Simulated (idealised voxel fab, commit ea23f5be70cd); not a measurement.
Documented hereafter: the process module known as voxel wiring stack.
The figure presents cross-section cut, which has a width of 240 nm and is divided into square cells with an edge length of 5 nm.
Cross-section format: a grid of square cells, given as bands from top to bottom; each band is one or more rows of cells.
Per band: top height and bottom height in nm, followed by the left-to-right materials and their widths in nm; "full width" marks a single material spanning edge to edge, "empty" marks empty space.
Height is counted from the level 0, under which the received wafer is composed throughout of one material. The lowest of the bands is not closed at the bottom but continues downward, in the notation "0 -> down".
So if you see something like "30->40" for the width, read it as the top row of the band sitting at the first number and the bottom row at the second, with every row in between moving by the same amount as the last.
"no alteration" after a step means that no cell of the cross-section changed.
"Entrapped void list" specifies each empty space that is not open to the top and that occupies no fewer than 8 cells, using the form width x height at distance, the distance measured from the left edge and all three quantities in nm.
Formally, on a step line, whatever follows the settings is a remark that the simulator itself makes on the step.
If you see "overlay nm" on a step's line and that step has a mask, it's telling you how far right of where it was planned the mask ended up; a negative number means it went left instead.
### The following list gives the planned process steps
1) RECEIVE | material Si
2) CONFORMAL_DEP | material SiO2 | thk nm 15
3) CONFORMAL_DEP | material SiN | thk nm 5
4) DIRECTIONAL_DEP | material SiO2 | thk nm 15
5) PATTERN | tone open | mask id METAL_1 | material resist | width nm 30 | pitch nm 50 | thk nm 20 | overlay nm 0
6) DIRECTIONAL_ETCH | etch materials SiO2 | depth nm 15
7) DIRECTIONAL_ETCH | etch materials SiN | depth nm 5
8) STRIP | etch materials resist
9) CONFORMAL_DEP | material TiN | thk nm 5
10) FILL_DEP | material Cu | thk nm 10
11) CMP | height nm 35
12) EPI | material Ru | thk nm 5
13) FILL_DEP | material SiCN | thk nm 5
14) DIRECTIONAL_DEP | material lowk | thk nm 25
15) DIRECTIONAL_DEP | material aC | thk nm 15
16) PATTERN | tone open | mask id METAL_2 | material resist | width nm 30 | pitch nm 50 | thk nm 35 | overlay nm 0
17) DIRECTIONAL_ETCH | etch materials aC | depth nm 15
18) STRIP | etch materials resist
19) DIRECTIONAL_ETCH | etch materials lowk | depth nm 15
20) STRIP | etch materials aC
21) PATTERN | tone open | mask id METAL_2_HOLES | material resist | width nm 15 | thk nm 15 | overlay nm 0
22) DIRECTIONAL_ETCH | etch materials lowk | depth nm 10
23) DIRECTIONAL_ETCH | etch materials SiCN | depth nm 5
24) STRIP | etch materials resist
25) CONFORMAL_DEP | material TiN | thk nm 5
26) FILL_DEP | material Ru | thk nm 10
27) CMP | height nm 70
28) CONFORMAL_DEP | material SiN | thk nm 5
### The first wafer of two, processed as planned
### As received (post step 1): cross-section
> 0 -> down = Si full width
> Entrapped void list: none
### The wafer, seen in cross-section, after step 2
> 15 -> 0 = SiO2 full width
> Unchanged below 0.
### The wafer, seen in cross-section, after step 3
> 20 -> 15 = SiN full width
> Unchanged below 15.
### The wafer, seen in cross-section, after step 4
> 35 -> 20 = SiO2 full width
> Unchanged below 20.
### The wafer, seen in cross-section, after step 5
> 55 -> 35 = 80 nm resist, 30 nm empty, 20 nm resist, 30 nm empty, 80 nm resist
> Unchanged below 35.
### The wafer, seen in cross-section, after step 6
> 55 -> 35 = 80 nm resist, 30 nm empty, 20 nm resist, 30 nm empty, 80 nm resist
> 35 -> 20 = 80 nm SiO2, 30 nm empty, 20 nm SiO2, 30 nm empty, 80 nm SiO2
> Unchanged below 20.
### The wafer, seen in cross-section, after step 7
> 55 -> 35 = 80 nm resist, 30 nm empty, 20 nm resist, 30 nm empty, 80 nm resist
> 35 -> 20 = 80 nm SiO2, 30 nm empty, 20 nm SiO2, 30 nm empty, 80 nm SiO2
> 20 -> 15 = 80 nm SiN, 30 nm empty, 20 nm SiN, 30 nm empty, 80 nm SiN
> Unchanged below 15.
### The wafer, seen in cross-section, after step 8
> 35 -> 20 = 80 nm SiO2, 30 nm empty, 20 nm SiO2, 30 nm empty, 80 nm SiO2
> Unchanged below 20.
### The wafer, seen in cross-section, after step 9
> 40 -> 35 = 85 nm TiN, 20 nm empty, 30 nm TiN, 20 nm empty, 85 nm TiN
> 35 -> 20 = 80 nm SiO2, 5 nm TiN, 20 nm empty, 5 nm TiN, 20 nm SiO2, 5 nm TiN, 20 nm empty, 5 nm TiN, 80 nm SiO2
> 20 -> 15 = 80 nm SiN, 30 nm TiN, 20 nm SiN, 30 nm TiN, 80 nm SiN
> Unchanged below 15.
### The wafer, seen in cross-section, after step 10
> 50 -> 40 = Cu full width
> 40 -> 35 = 85 nm TiN, 20 nm Cu, 30 nm TiN, 20 nm Cu, 85 nm TiN
> 35 -> 20 = 80 nm SiO2, 5 nm TiN, 20 nm Cu, 5 nm TiN, 20 nm SiO2, 5 nm TiN, 20 nm Cu, 5 nm TiN, 80 nm SiO2
> Unchanged below 20.
### The wafer, seen in cross-section, after step 11
> 35 -> 20 = 80 nm SiO2, 5 nm TiN, 20 nm Cu, 5 nm TiN, 20 nm SiO2, 5 nm TiN, 20 nm Cu, 5 nm TiN, 80 nm SiO2
> Unchanged below 20.
### The wafer, seen in cross-section, after step 12
> 40 -> 35 = 75 nm empty, 40 nm Ru, 10 nm empty, 40 nm Ru, 75 nm empty
> Unchanged below 35.
### The wafer, seen in cross-section, after step 13
> 45 -> 40 = SiCN full width
> 40 -> 35 = 75 nm SiCN, 40 nm Ru, 10 nm SiCN, 40 nm Ru, 75 nm SiCN
> Unchanged below 35.
### The wafer, seen in cross-section, after step 14
> 70 -> 45 = lowk full width
> Unchanged below 45.
### The wafer, seen in cross-section, after step 15
> 85 -> 70 = aC full width
> Unchanged below 70.
### The wafer, seen in cross-section, after step 16
> 120 -> 85 = 80 nm resist, 30 nm empty, 20 nm resist, 30 nm empty, 80 nm resist
> Unchanged below 85.
### The wafer, seen in cross-section, after step 17
> 105 -> 85 = 80 nm resist, 30 nm empty, 20 nm resist, 30 nm empty, 80 nm resist
> 85 -> 70 = 80 nm aC, 30 nm empty, 20 nm aC, 30 nm empty, 80 nm aC
> Unchanged below 70.
### The wafer, seen in cross-section, after step 18
> 85 -> 70 = 80 nm aC, 30 nm empty, 20 nm aC, 30 nm empty, 80 nm aC
> Unchanged below 70.
### The wafer, seen in cross-section, after step 19
> 85 -> 70 = 80 nm aC, 30 nm empty, 20 nm aC, 30 nm empty, 80 nm aC
> 70 -> 55 = 80 nm lowk, 30 nm empty, 20 nm lowk, 30 nm empty, 80 nm lowk
> Unchanged below 55.
### The wafer, seen in cross-section, after step 20
> 70 -> 55 = 80 nm lowk, 30 nm empty, 20 nm lowk, 30 nm empty, 80 nm lowk
> Unchanged below 55.
### The wafer, seen in cross-section, after step 21
> 85 -> 70 = 80 nm resist, 15 nm empty, 145 nm resist
> 70 -> 55 = 80 nm lowk, 15 nm empty, 15 nm resist, 20 nm lowk, 30 nm resist, 80 nm lowk
> Unchanged below 55.
### The wafer, seen in cross-section, after step 22
> 85 -> 70 = 80 nm resist, 15 nm empty, 145 nm resist
> 70 -> 55 = 80 nm lowk, 15 nm empty, 15 nm resist, 20 nm lowk, 30 nm resist, 80 nm lowk
> 55 -> 45 = 80 nm lowk, 15 nm empty, 145 nm lowk
> Unchanged below 45.
### The wafer, seen in cross-section, after step 23
> 85 -> 70 = 80 nm resist, 15 nm empty, 145 nm resist
> 70 -> 55 = 80 nm lowk, 15 nm empty, 15 nm resist, 20 nm lowk, 30 nm resist, 80 nm lowk
> 55 -> 45 = 80 nm lowk, 15 nm empty, 145 nm lowk
> 45 -> 40 = 80 nm SiCN, 15 nm empty, 145 nm SiCN
> Unchanged below 40.
### The wafer, seen in cross-section, after step 24
> 70 -> 55 = 80 nm lowk, 30 nm empty, 20 nm lowk, 30 nm empty, 80 nm lowk
> Unchanged below 55.
### The wafer, seen in cross-section, after step 25
> 75 -> 70 = 85 nm TiN, 20 nm empty, 30 nm TiN, 20 nm empty, 85 nm TiN
> 70 -> 60 = 80 nm lowk, 5 nm TiN, 20 nm empty, 5 nm TiN, 20 nm lowk, 5 nm TiN, 20 nm empty, 5 nm TiN, 80 nm lowk
> 60 -> 55 = 80 nm lowk, 5 nm TiN, 5 nm empty, 20 nm TiN, 20 nm lowk, 30 nm TiN, 80 nm lowk
> 55 -> 45 = 80 nm lowk, 5 nm TiN, 5 nm empty, 5 nm TiN, 145 nm lowk
> 45 -> 40 = 80 nm SiCN, 15 nm TiN, 145 nm SiCN
> Unchanged below 40.
### The wafer, seen in cross-section, after step 26
> 85 -> 75 = Ru full width
> 75 -> 70 = 85 nm TiN, 20 nm Ru, 30 nm TiN, 20 nm Ru, 85 nm TiN
> 70 -> 60 = 80 nm lowk, 5 nm TiN, 20 nm Ru, 5 nm TiN, 20 nm lowk, 5 nm TiN, 20 nm Ru, 5 nm TiN, 80 nm lowk
> 60 -> 55 = 80 nm lowk, 5 nm TiN, 5 nm Ru, 20 nm TiN, 20 nm lowk, 30 nm TiN, 80 nm lowk
> 55 -> 45 = 80 nm lowk, 5 nm TiN, 5 nm Ru, 5 nm TiN, 145 nm lowk
> Unchanged below 45.
### The wafer, seen in cross-section, after step 27
> 70 -> 60 = 80 nm lowk, 5 nm TiN, 20 nm Ru, 5 nm TiN, 20 nm lowk, 5 nm TiN, 20 nm Ru, 5 nm TiN, 80 nm lowk
> Unchanged below 60.
### The wafer, seen in cross-section, after step 28
> 75 -> 70 = SiN full width
> Unchanged below 70.
### Wafer two of the pair: same origin, same plan, one error during the run; identical to wafer one up to and including step 17
### Second wafer, section view, time point: scheduled end of step 18
> 85 -> 70 = 80 nm aC, 30 nm empty, 20 nm aC, 30 nm empty, 80 nm aC
> Unchanged below 70.
### Second wafer, section view, time point: scheduled end of step 19
> 85 -> 70 = 80 nm aC, 30 nm empty, 20 nm aC, 30 nm empty, 80 nm aC
> 70 -> 55 = 80 nm lowk, 30 nm empty, 20 nm lowk, 30 nm empty, 80 nm lowk
> Unchanged below 55.
### Second wafer, section view, time point: scheduled end of step 20
> 70 -> 55 = 80 nm lowk, 30 nm empty, 20 nm lowk, 30 nm empty, 80 nm lowk
> Unchanged below 55.
### Second wafer, section view, time point: scheduled end of step 21
> 85 -> 70 = 80 nm resist, 15 nm empty, 145 nm resist
> 70 -> 55 = 80 nm lowk, 15 nm empty, 15 nm resist, 20 nm lowk, 30 nm resist, 80 nm lowk
> Unchanged below 55.
### Second wafer, section view, time point: scheduled end of step 22
> 85 -> 70 = 80 nm resist, 15 nm empty, 145 nm resist
> 70 -> 55 = 80 nm lowk, 15 nm empty, 15 nm resist, 20 nm lowk, 30 nm resist, 80 nm lowk
> 55 -> 45 = 80 nm lowk, 15 nm empty, 145 nm lowk
> Unchanged below 45.
### Second wafer, section view, time point: scheduled end of step 23
> 85 -> 70 = 80 nm resist, 15 nm empty, 145 nm resist
> 70 -> 55 = 80 nm lowk, 15 nm empty, 15 nm resist, 20 nm lowk, 30 nm resist, 80 nm lowk
> 55 -> 45 = 80 nm lowk, 15 nm empty, 145 nm lowk
> 45 -> 40 = 80 nm SiCN, 15 nm empty, 145 nm SiCN
> Unchanged below 40.
### Second wafer, section view, time point: scheduled end of step 24
> 70 -> 55 = 80 nm lowk, 30 nm empty, 20 nm lowk, 30 nm empty, 80 nm lowk
> Unchanged below 55.
### Second wafer, section view, time point: scheduled end of step 25
> 75 -> 70 = 85 nm TiN, 20 nm empty, 30 nm TiN, 20 nm empty, 85 nm TiN
> 70 -> 60 = 80 nm lowk, 5 nm TiN, 20 nm empty, 5 nm TiN, 20 nm lowk, 5 nm TiN, 20 nm empty, 5 nm TiN, 80 nm lowk
> 60 -> 55 = 80 nm lowk, 5 nm TiN, 5 nm empty, 20 nm TiN, 20 nm lowk, 30 nm TiN, 80 nm lowk
> 55 -> 45 = 80 nm lowk, 5 nm TiN, 5 nm empty, 5 nm TiN, 145 nm lowk
> 45 -> 40 = 80 nm SiCN, 15 nm TiN, 145 nm SiCN
> Unchanged below 40.
### Second wafer, section view, time point: scheduled end of step 26
> 85 -> 75 = Ru full width
> 75 -> 70 = 85 nm TiN, 20 nm Ru, 30 nm TiN, 20 nm Ru, 85 nm TiN
> 70 -> 60 = 80 nm lowk, 5 nm TiN, 20 nm Ru, 5 nm TiN, 20 nm lowk, 5 nm TiN, 20 nm Ru, 5 nm TiN, 80 nm lowk
> 60 -> 55 = 80 nm lowk, 5 nm TiN, 5 nm Ru, 20 nm TiN, 20 nm lowk, 30 nm TiN, 80 nm lowk
> 55 -> 45 = 80 nm lowk, 5 nm TiN, 5 nm Ru, 5 nm TiN, 145 nm lowk
> Unchanged below 45.
### Second wafer, section view, time point: scheduled end of step 27
> 70 -> 60 = 80 nm lowk, 5 nm TiN, 20 nm Ru, 5 nm TiN, 20 nm lowk, 5 nm TiN, 20 nm Ru, 5 nm TiN, 80 nm lowk
> Unchanged below 60.
### Second wafer, section view, time point: scheduled end of step 28
> 75 -> 70 = SiN full width
> Unchanged below 70.
Finding, execution versus plan: step 18 in the plan was executed twice
The mistake has no effect on what this model computes, because the two wafers end with the same cross-section.
